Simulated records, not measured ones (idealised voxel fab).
Title: Process Module voxel gate over fins
Cross-sectional view cut (width: 160 nm; square cell size: 5 nm).
A cross-section in this document is a grid of square cells, and it is written down as bands, the top band listed before the ones below it; a band is made up of one or more rows of cells. For a band, the entry starts with two heights in nm, that of the top and then that of the bottom, and carries on with the band's materials in order from left to right, each alongside its width in nm; the word "full width" beside a single material means it fills the band edge to edge, and "blank" means empty space. Where do heights start? At 0: under that level the wafer as delivered is made of one material only. And the lowest band has no floor; it just carries on downward, as in "0 and below". Width spec "30..40" -> top row of cells at first value, bottom row at second value, equal per-row change in between. No cell of the cross-section changed in a step that is given as "stayed the same". What "Tabulated closed voids" gives you is every empty space of 8 cells or more that is cut off from the top. Each appears as width x height at distance, with the distance taken from the left edge and width, height and distance all in nm. Post-settings text on a step line: simulator's own remark regarding the step. The setting "overlay nm" may be written on the line of a step. When the step uses a mask, the value reports how far to the right of the planned place the mask lay, and a negative value reports that it lay to the left.

[Process steps foreseen in the plan]
| 1 | RECEIVE, material Si |
| 2 | CONFORMAL_DEP, material SiN, thk nm 5 |
| 3 | PATTERN, tone cover, mask id FINS, material resist, width nm 15, pitch nm 50, thk nm 15, overlay nm 0 |
| 4 | DIRECTIONAL_ETCH, etch materials SiN, depth nm 5 |
| 5 | DIRECTIONAL_ETCH, etch materials Si, depth nm 40 |
| 6 | STRIP, etch materials resist |
| 7 | FILL_DEP, material SiO2, thk nm 15 |
| 8 | CMP, height nm 5 |
| 9 | DIRECTIONAL_DEP, material aC, thk nm 15 |
| 10 | PATTERN, tone open, mask id RAIL, material resist, width nm 15, thk nm 30, overlay nm 0 |
| 11 | DIRECTIONAL_ETCH, etch materials aC, depth nm 15 |
| 12 | STRIP, etch materials resist |
| 13 | DIRECTIONAL_ETCH, etch materials SiO2, depth nm 40 |
| 14 | STRIP, etch materials aC |
| 15 | CONFORMAL_DEP, material TiN, thk nm 5 |
| 16 | FILL_DEP, material Ru, thk nm 5 |
| 17 | CMP, height nm 5 |
| 18 | SELECTIVE_ETCH, etch materials W Ru TiN, depth nm 25 |
| 19 | FILL_DEP, material SiO2, thk nm 5 |
| 20 | CMP, height nm 5 |
| 21 | SELECTIVE_ETCH, etch materials SiO2, depth nm 15 |
| 22 | STRIP, etch materials SiN |
| 23 | CONFORMAL_DEP, material HfO2, thk nm 5 |
| 24 | CONFORMAL_DEP, material TiN, thk nm 5 |
| 25 | CONFORMAL_DEP, material TiAl, thk nm 5 |
| 26 | CONFORMAL_DEP, material TiN, thk nm 5 |
| 27 | FILL_DEP, material W, thk nm 15 |
| 28 | CMP, height nm 30 |
| 29 | CONFORMAL_DEP, material SiCN, thk nm 10 |

[First of two wafers - as planned]

[The cross-section here shows the wafer as received, i.e. in its state after step 1]
> 0 and below: Si full width
> Tabulated closed voids: none

[Take a look at the wafer's cross-section after step 2]
> 5 down to 0: SiN full width
> Rest of section, below 0: as before.

[Take a look at the wafer's cross-section after step 3]
> 20 down to 5: blank (20), resist (15), blank (35), resist (15), blank (35), resist (15), blank (25)
> Rest of section, below 5: as before.

[Take a look at the wafer's cross-section after step 4]
> 20 down to 5: blank (20), resist (15), blank (35), resist (15), blank (35), resist (15), blank (25)
> 5 down to 0: blank (20), SiN (15), blank (35), SiN (15), blank (35), SiN (15), blank (25)
> Rest of section, below 0: as before.

[Take a look at the wafer's cross-section after step 5]
> 20 down to 5: blank (20), resist (15), blank (35), resist (15), blank (35), resist (15), blank (25)
> 5 down to 0: blank (20), SiN (15), blank (35), SiN (15), blank (35), SiN (15), blank (25)
> 0 down to -40: blank (20), Si (15), blank (35), Si (15), blank (35), Si (15), blank (25)
> Rest of section, below -40: as before.

[Take a look at the wafer's cross-section after step 6]
> 5 down to 0: blank (20), SiN (15), blank (35), SiN (15), blank (35), SiN (15), blank (25)
> Rest of section, below 0: as before.

[Take a look at the wafer's cross-section after step 7]
> 20 down to 5: SiO2 full width
> 5 down to 0: SiO2 (20), SiN (15), SiO2 (35), SiN (15), SiO2 (35), SiN (15), SiO2 (25)
> 0 down to -40: SiO2 (20), Si (15), SiO2 (35), Si (15), SiO2 (35), Si (15), SiO2 (25)
> Rest of section, below -40: as before.

[Take a look at the wafer's cross-section after step 8]
> 5 down to 0: SiO2 (20), SiN (15), SiO2 (35), SiN (15), SiO2 (35), SiN (15), SiO2 (25)
> Rest of section, below 0: as before.

[Take a look at the wafer's cross-section after step 9]
> 20 down to 5: aC full width
> Rest of section, below 5: as before.

[Take a look at the wafer's cross-section after step 10]
> 50 down to 20: resist (45), blank (15), resist (100)
> Rest of section, below 20: as before.

[Take a look at the wafer's cross-section after step 11]
> 35 down to 20: resist (45), blank (15), resist (100)
> 20 down to 5: aC (45), blank (15), aC (100)
> Rest of section, below 5: as before.

[Take a look at the wafer's cross-section after step 12]
> 20 down to 5: aC (45), blank (15), aC (100)
> Rest of section, below 5: as before.

[Take a look at the wafer's cross-section after step 13]
> 20 down to 5: aC (45), blank (15), aC (100)
> 5 down to 0: SiO2 (20), SiN (15), SiO2 (10), blank (15), SiO2 (10), SiN (15), SiO2 (35), SiN (15), SiO2 (25)
> 0 down to -35: SiO2 (20), Si (15), SiO2 (10), blank (15), SiO2 (10), Si (15), SiO2 (35), Si (15), SiO2 (25)
> Rest of section, below -35: as before.

[Take a look at the wafer's cross-section after step 14]
> 5 down to 0: SiO2 (20), SiN (15), SiO2 (10), blank (15), SiO2 (10), SiN (15), SiO2 (35), SiN (15), SiO2 (25)
> Rest of section, below 0: as before.

[Take a look at the wafer's cross-section after step 15]
> 10 down to 5: TiN (50), blank (5), TiN (105)
> 5 down to 0: SiO2 (20), SiN (15), SiO2 (10), TiN (5), blank (5), TiN (5), SiO2 (10), SiN (15), SiO2 (35), SiN (15), SiO2 (25)
> 0 down to -30: SiO2 (20), Si (15), SiO2 (10), TiN (5), blank (5), TiN (5), SiO2 (10), Si (15), SiO2 (35), Si (15), SiO2 (25)
> -30 down to -35: SiO2 (20), Si (15), SiO2 (10), TiN (15), SiO2 (10), Si (15), SiO2 (35), Si (15), SiO2 (25)
> Rest of section, below -35: as before.

[Take a look at the wafer's cross-section after step 16]
> 15 down to 10: Ru full width
> 10 down to 5: TiN (50), Ru (5), TiN (105)
> 5 down to 0: SiO2 (20), SiN (15), SiO2 (10), TiN (5), Ru (5), TiN (5), SiO2 (10), SiN (15), SiO2 (35), SiN (15), SiO2 (25)
> 0 down to -30: SiO2 (20), Si (15), SiO2 (10), TiN (5), Ru (5), TiN (5), SiO2 (10), Si (15), SiO2 (35), Si (15), SiO2 (25)
> Rest of section, below -30: as before.

[Take a look at the wafer's cross-section after step 17]
> 5 down to 0: SiO2 (20), SiN (15), SiO2 (10), TiN (5), Ru (5), TiN (5), SiO2 (10), SiN (15), SiO2 (35), SiN (15), SiO2 (25)
> Rest of section, below 0: as before.

[Take a look at the wafer's cross-section after step 18]
> 5 down to 0: SiO2 (20), SiN (15), SiO2 (10), blank (15), SiO2 (10), SiN (15), SiO2 (35), SiN (15), SiO2 (25)
> 0 down to -20: SiO2 (20), Si (15), SiO2 (10), blank (15), SiO2 (10), Si (15), SiO2 (35), Si (15), SiO2 (25)
> Rest of section, below -20: as before.

[Take a look at the wafer's cross-section after step 19]
> 10 down to 5: SiO2 full width
> 5 down to 0: SiO2 (20), SiN (15), SiO2 (35), SiN (15), SiO2 (35), SiN (15), SiO2 (25)
> 0 down to -20: SiO2 (20), Si (15), SiO2 (35), Si (15), SiO2 (35), Si (15), SiO2 (25)
> Rest of section, below -20: as before.

[Take a look at the wafer's cross-section after step 20]
> 5 down to 0: SiO2 (20), SiN (15), SiO2 (35), SiN (15), SiO2 (35), SiN (15), SiO2 (25)
> Rest of section, below 0: as before.

[Take a look at the wafer's cross-section after step 21]
> 5 down to 0: blank (20), SiN (15), blank (35), SiN (15), blank (35), SiN (15), blank (25)
> 0 down to -10: blank (20), Si (15), blank (35), Si (15), blank (35), Si (15), blank (25)
> Rest of section, below -10: as before.

[Take a look at the wafer's cross-section after step 22]
> 0 down to -10: blank (20), Si (15), blank (35), Si (15), blank (35), Si (15), blank (25)
> Rest of section, below -10: as before.

[Take a look at the wafer's cross-section after step 23]
> 5 down to 0: blank (15), HfO2 (25), blank (25), HfO2 (25), blank (25), HfO2 (25), blank (20)
> 0 down to -5: blank (15), HfO2 (5), Si (15), HfO2 (5), blank (25), HfO2 (5), Si (15), HfO2 (5), blank (25), HfO2 (5), Si (15), HfO2 (5), blank (20)
> -5 down to -10: HfO2 (20), Si (15), HfO2 (35), Si (15), HfO2 (35), Si (15), HfO2 (25)
> Rest of section, below -10: as before.

[Take a look at the wafer's cross-section after step 24]
> 10 down to 5: blank (10), TiN (35), blank (15), TiN (35), blank (15), TiN (35), blank (15)
> 5 down to 0: blank (10), TiN (5), HfO2 (25), TiN (5), blank (15), TiN (5), HfO2 (25), TiN (5), blank (15), TiN (5), HfO2 (25), TiN (5), blank (15)
> 0 down to -5: TiN (15), HfO2 (5), Si (15), HfO2 (5), TiN (25), HfO2 (5), Si (15), HfO2 (5), TiN (25), HfO2 (5), Si (15), HfO2 (5), TiN (20)
> Rest of section, below -5: as before.

[Take a look at the wafer's cross-section after step 25]
> 15 down to 10: blank (5), TiAl (45), blank (5), TiAl (45), blank (5), TiAl (45), blank (10)
> 10 down to 5: blank (5), TiAl (5), TiN (35), TiAl (5), blank (5), TiAl (5), TiN (35), TiAl (5), blank (5), TiAl (5), TiN (35), TiAl (5), blank (10)
> 5 down to 0: TiAl (10), TiN (5), HfO2 (25), TiN (5), TiAl (15), TiN (5), HfO2 (25), TiN (5), TiAl (15), TiN (5), HfO2 (25), TiN (5), TiAl (15)
> Rest of section, below 0: as before.

[Take a look at the wafer's cross-section after step 26]
> 20 down to 15: TiN (155), blank (5)
> 15 down to 10: TiN (5), TiAl (45), TiN (5), TiAl (45), TiN (5), TiAl (45), TiN (5), blank (5)
> 10 down to 5: TiN (5), TiAl (5), TiN (35), TiAl (5), TiN (5), TiAl (5), TiN (35), TiAl (5), TiN (5), TiAl (5), TiN (35), TiAl (5), TiN (10)
> Rest of section, below 5: as before.

[Take a look at the wafer's cross-section after step 27]
> 35 down to 20: W full width
> 20 down to 15: TiN (155), W (5)
> 15 down to 10: TiN (5), TiAl (45), TiN (5), TiAl (45), TiN (5), TiAl (45), TiN (5), W (5)
> Rest of section, below 10: as before.

[Take a look at the wafer's cross-section after step 28]
> 30 down to 20: W full width
> Rest of section, below 20: as before.

[Take a look at the wafer's cross-section after step 29]
> 40 down to 30: SiCN full width
> Rest of section, below 30: as before.

[Second wafer, same starting conditions and recipe as the first, one mistake in executing it, nothing differs from the first up to and including step 9]

[Cross-sectional representation of the second wafer at the time designated in the plan for the completion of step 10]
> 50 down to 20: resist (40), blank (15), resist (105)
> Rest of section, below 20: as before.

[Cross-sectional representation of the second wafer at the time designated in the plan for the completion of step 11]
> 35 down to 20: resist (40), blank (15), resist (105)
> 20 down to 5: aC (40), blank (15), aC (105)
> Rest of section, below 5: as before.

[Cross-sectional representation of the second wafer at the time designated in the plan for the completion of step 12]
> 20 down to 5: aC (40), blank (15), aC (105)
> Rest of section, below 5: as before.

[Cross-sectional representation of the second wafer at the time designated in the plan for the completion of step 13]
> 20 down to 5: aC (40), blank (15), aC (105)
> 5 down to 0: SiO2 (20), SiN (15), SiO2 (5), blank (15), SiO2 (15), SiN (15), SiO2 (35), SiN (15), SiO2 (25)
> 0 down to -35: SiO2 (20), Si (15), SiO2 (5), blank (15), SiO2 (15), Si (15), SiO2 (35), Si (15), SiO2 (25)
> Rest of section, below -35: as before.

[Cross-sectional representation of the second wafer at the time designated in the plan for the completion of step 14]
> 5 down to 0: SiO2 (20), SiN (15), SiO2 (5), blank (15), SiO2 (15), SiN (15), SiO2 (35), SiN (15), SiO2 (25)
> Rest of section, below 0: as before.

[Cross-sectional representation of the second wafer at the time designated in the plan for the completion of step 15]
> 10 down to 5: TiN (45), blank (5), TiN (110)
> 5 down to 0: SiO2 (20), SiN (15), SiO2 (5), TiN (5), blank (5), TiN (5), SiO2 (15), SiN (15), SiO2 (35), SiN (15), SiO2 (25)
> 0 down to -30: SiO2 (20), Si (15), SiO2 (5), TiN (5), blank (5), TiN (5), SiO2 (15), Si (15), SiO2 (35), Si (15), SiO2 (25)
> -30 down to -35: SiO2 (20), Si (15), SiO2 (5), TiN (15), SiO2 (15), Si (15), SiO2 (35), Si (15), SiO2 (25)
> Rest of section, below -35: as before.

[Cross-sectional representation of the second wafer at the time designated in the plan for the completion of step 16]
> 15 down to 10: Ru full width
> 10 down to 5: TiN (45), Ru (5), TiN (110)
> 5 down to 0: SiO2 (20), SiN (15), SiO2 (5), TiN (5), Ru (5), TiN (5), SiO2 (15), SiN (15), SiO2 (35), SiN (15), SiO2 (25)
> 0 down to -30: SiO2 (20), Si (15), SiO2 (5), TiN (5), Ru (5), TiN (5), SiO2 (15), Si (15), SiO2 (35), Si (15), SiO2 (25)
> Rest of section, below -30: as before.

[Cross-sectional representation of the second wafer at the time designated in the plan for the completion of step 17]
> 5 down to 0: SiO2 (20), SiN (15), SiO2 (5), TiN (5), Ru (5), TiN (5), SiO2 (15), SiN (15), SiO2 (35), SiN (15), SiO2 (25)
> Rest of section, below 0: as before.

[Cross-sectional representation of the second wafer at the time designated in the plan for the completion of step 18]
> 5 down to 0: SiO2 (20), SiN (15), SiO2 (5), blank (15), SiO2 (15), SiN (15), SiO2 (35), SiN (15), SiO2 (25)
> 0 down to -20: SiO2 (20), Si (15), SiO2 (5), blank (15), SiO2 (15), Si (15), SiO2 (35), Si (15), SiO2 (25)
> Rest of section, below -20: as before.

[Cross-sectional representation of the second wafer at the time designated in the plan for the completion of step 19]
> 10 down to 5: SiO2 full width
> 5 down to 0: SiO2 (20), SiN (15), SiO2 (35), SiN (15), SiO2 (35), SiN (15), SiO2 (25)
> 0 down to -20: SiO2 (20), Si (15), SiO2 (35), Si (15), SiO2 (35), Si (15), SiO2 (25)
> Rest of section, below -20: as before.

[Cross-sectional representation of the second wafer at the time designated in the plan for the completion of step 20]
> 5 down to 0: SiO2 (20), SiN (15), SiO2 (35), SiN (15), SiO2 (35), SiN (15), SiO2 (25)
> Rest of section, below 0: as before.

[Cross-sectional representation of the second wafer at the time designated in the plan for the completion of step 21]
> 5 down to 0: blank (20), SiN (15), blank (35), SiN (15), blank (35), SiN (15), blank (25)
> 0 down to -10: blank (20), Si (15), blank (35), Si (15), blank (35), Si (15), blank (25)
> Rest of section, below -10: as before.

[Cross-sectional representation of the second wafer at the time designated in the plan for the completion of step 22]
> 0 down to -10: blank (20), Si (15), blank (35), Si (15), blank (35), Si (15), blank (25)
> Rest of section, below -10: as before.

[Cross-sectional representation of the second wafer at the time designated in the plan for the completion of step 23]
> 5 down to 0: blank (15), HfO2 (25), blank (25), HfO2 (25), blank (25), HfO2 (25), blank (20)
> 0 down to -5: blank (15), HfO2 (5), Si (15), HfO2 (5), blank (25), HfO2 (5), Si (15), HfO2 (5), blank (25), HfO2 (5), Si (15), HfO2 (5), blank (20)
> -5 down to -10: HfO2 (20), Si (15), HfO2 (35), Si (15), HfO2 (35), Si (15), HfO2 (25)
> Rest of section, below -10: as before.

[Cross-sectional representation of the second wafer at the time designated in the plan for the completion of step 24]
> 10 down to 5: blank (10), TiN (35), blank (15), TiN (35), blank (15), TiN (35), blank (15)
> 5 down to 0: blank (10), TiN (5), HfO2 (25), TiN (5), blank (15), TiN (5), HfO2 (25), TiN (5), blank (15), TiN (5), HfO2 (25), TiN (5), blank (15)
> 0 down to -5: TiN (15), HfO2 (5), Si (15), HfO2 (5), TiN (25), HfO2 (5), Si (15), HfO2 (5), TiN (25), HfO2 (5), Si (15), HfO2 (5), TiN (20)
> Rest of section, below -5: as before.

[Cross-sectional representation of the second wafer at the time designated in the plan for the completion of step 25]
> 15 down to 10: blank (5), TiAl (45), blank (5), TiAl (45), blank (5), TiAl (45), blank (10)
> 10 down to 5: blank (5), TiAl (5), TiN (35), TiAl (5), blank (5), TiAl (5), TiN (35), TiAl (5), blank (5), TiAl (5), TiN (35), TiAl (5), blank (10)
> 5 down to 0: TiAl (10), TiN (5), HfO2 (25), TiN (5), TiAl (15), TiN (5), HfO2 (25), TiN (5), TiAl (15), TiN (5), HfO2 (25), TiN (5), TiAl (15)
> Rest of section, below 0: as before.

[Cross-sectional representation of the second wafer at the time designated in the plan for the completion of step 26]
> 20 down to 15: TiN (155), blank (5)
> 15 down to 10: TiN (5), TiAl (45), TiN (5), TiAl (45), TiN (5), TiAl (45), TiN (5), blank (5)
> 10 down to 5: TiN (5), TiAl (5), TiN (35), TiAl (5), TiN (5), TiAl (5), TiN (35), TiAl (5), TiN (5), TiAl (5), TiN (35), TiAl (5), TiN (10)
> Rest of section, below 5: as before.

[Cross-sectional representation of the second wafer at the time designated in the plan for the completion of step 27]
> 35 down to 20: W full width
> 20 down to 15: TiN (155), W (5)
> 15 down to 10: TiN (5), TiAl (45), TiN (5), TiAl (45), TiN (5), TiAl (45), TiN (5), W (5)
> Rest of section, below 10: as before.

[Cross-sectional representation of the second wafer at the time designated in the plan for the completion of step 28]
> 30 down to 20: W full width
> Rest of section, below 20: as before.

[Cross-sectional representation of the second wafer at the time designated in the plan for the completion of step 29]
> 40 down to 30: SiCN full width
> Rest of section, below 30: as before.
What went wrong in running the wafer? step 10 went in with a setting other than planned; the actual run was PATTERN, tone open, mask id RAIL, material resist, width nm 15, thk nm 30, overlay nm -5
If you tally the cells, the second wafer ends up with the same amount of every material as the first; it's all just sitting in different places.
